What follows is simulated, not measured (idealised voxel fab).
Name of the process module below: voxel self aligned vias
Section shown: cut. Width: 225 nm. Cell size: 5 nm, square.
Square cells in a grid make up a cross-section in this document, and the grid is given as bands, listed from the top down, each one or more rows of cells. Per band: top height and bottom height in nm, followed by the left-to-right materials and their widths in nm; "all across" marks a single material spanning edge to edge, "blank" marks empty space. Height 0 is the level under which the wafer as received is all one material. The lowest band goes on downwards, as in "0..down". The width entry "30->40" should be interpreted row by row: the top row of cells in the band takes the first number, the bottom row takes the second number, and the change between adjacent rows is uniform throughout. "identical to before" after a step means that no cell of the cross-section changed. The label "Fully closed voids" introduces a list of the empty spaces, 8 cells or larger, that have no open way up to the top; each entry in it reads width x height at distance, where the distance is taken from the left edge and all three are stated in nm. On each step's line, the part that comes after the settings is the simulator's own comment on the step. On any step carrying a mask, the "overlay nm" setting, if present on the step's line, tells how far right of its planned place the mask lay; negative values point to the left.
[Process steps foreseen in the plan]
1: RECEIVE with material Si
2: CONFORMAL_DEP with material SiO2, thk nm 15
3: CONFORMAL_DEP with material SiCN, thk nm 5
4: DIRECTIONAL_DEP with material SiO2, thk nm 20
5: DIRECTIONAL_DEP with material aC, thk nm 10
6: PATTERN with tone open, mask id LINES, material resist, width nm 20, pitch nm 45, thk nm 25, overlay nm 0
7: DIRECTIONAL_ETCH with etch materials aC, depth nm 10
8: STRIP with etch materials resist
9: DIRECTIONAL_ETCH with etch materials SiO2, depth nm 20
10: STRIP with etch materials aC
11: CONFORMAL_DEP with material TiN, thk nm 5
12: FILL_DEP with material Ru, thk nm 10
13: CMP with height nm 40
14: SELECTIVE_ETCH with etch materials W Ru TiN, depth nm 5
15: FILL_DEP with material SiN, thk nm 10
16: CMP with height nm 40
17: DIRECTIONAL_DEP with material SiO2, thk nm 20
18: MASKED_ETCH with tone open, mask id VIAS, width nm 20, etch materials SiO2, depth nm 20, overlay nm 0
19: MASKED_ETCH with tone open, mask id VIAS, width nm 30, etch materials SiN, depth nm 5, overlay nm 0
20: CONFORMAL_DEP with material TiN, thk nm 5
21: FILL_DEP with material Ru, thk nm 5
22: CMP with height nm 60
23: CONFORMAL_DEP with material SiCN, thk nm 5
Heads up: all these wafers start the same, and what changes between them is the width nm in step 18. The value you see in the plan is just what the first wafer got.
[The first of several wafers, as received after step 1, seen in section]
- 0..down: Si all across
- Fully closed voids: none
[End of the module, past its last step, step 23: how the first of several wafers looks in cross-section]
- 65..60: SiCN all across
- 60..40: SiO2 80, TiN 5, Ru 10, TiN 5, SiO2 125
- 40..35: SiO2 80, TiN 20, SiO2 25, SiN 20, SiO2 80
- 35..25: SiO2 80, TiN 5, Ru 10, TiN 5, SiO2 25, TiN 5, Ru 10, TiN 5, SiO2 80
- 25..20: SiO2 80, TiN 20, SiO2 25, TiN 20, SiO2 80
- 20..15: SiCN all across
- 15..0: SiO2 all across
- 0..down: Si all across
- Fully closed voids: none
[Sectional view of the last wafer upon completion of the module]
- 65..60: SiCN all across
- 60..45: SiO2 70, TiN 5, Ru 35, TiN 5, SiO2 110
- 45..40: SiO2 70, TiN 15, Ru 10, TiN 20, SiO2 110
- 40..35: SiO2 80, TiN 20, SiO2 25, SiN 20, SiO2 80
- 35..25: SiO2 80, TiN 5, Ru 10, TiN 5, SiO2 25, TiN 5, Ru 10, TiN 5, SiO2 80
- 25..20: SiO2 80, TiN 20, SiO2 25, TiN 20, SiO2 80
- 20..15: SiCN all across
- 15..0: SiO2 all across
- 0..down: Si all across
- Fully closed voids: none
[Below: a row per wafer. Contents at end of module: for every material, cells gained since receipt (+) or lost since receipt (-); then closed voids]
width nm 20, +16 Ru, +90 SiCN, +4 SiN, +447 SiO2, +28 TiN, Fully closed voids: none
width nm 25, +19 Ru, +90 SiCN, +4 SiN, +443 SiO2, +29 TiN, Fully closed voids: none
width nm 30, +22 Ru, +90 SiCN, +4 SiN, +439 SiO2, +30 TiN, Fully closed voids: none
width nm 35, +25 Ru, +90 SiCN, +4 SiN, +435 SiO2, +31 TiN, Fully closed voids: none
width nm 40, +28 Ru, +90 SiCN, +4 SiN, +431 SiO2, +32 TiN, Fully closed voids: none
width nm 45, +31 Ru, +90 SiCN, +4 SiN, +427 SiO2, +33 TiN, Fully closed voids: none
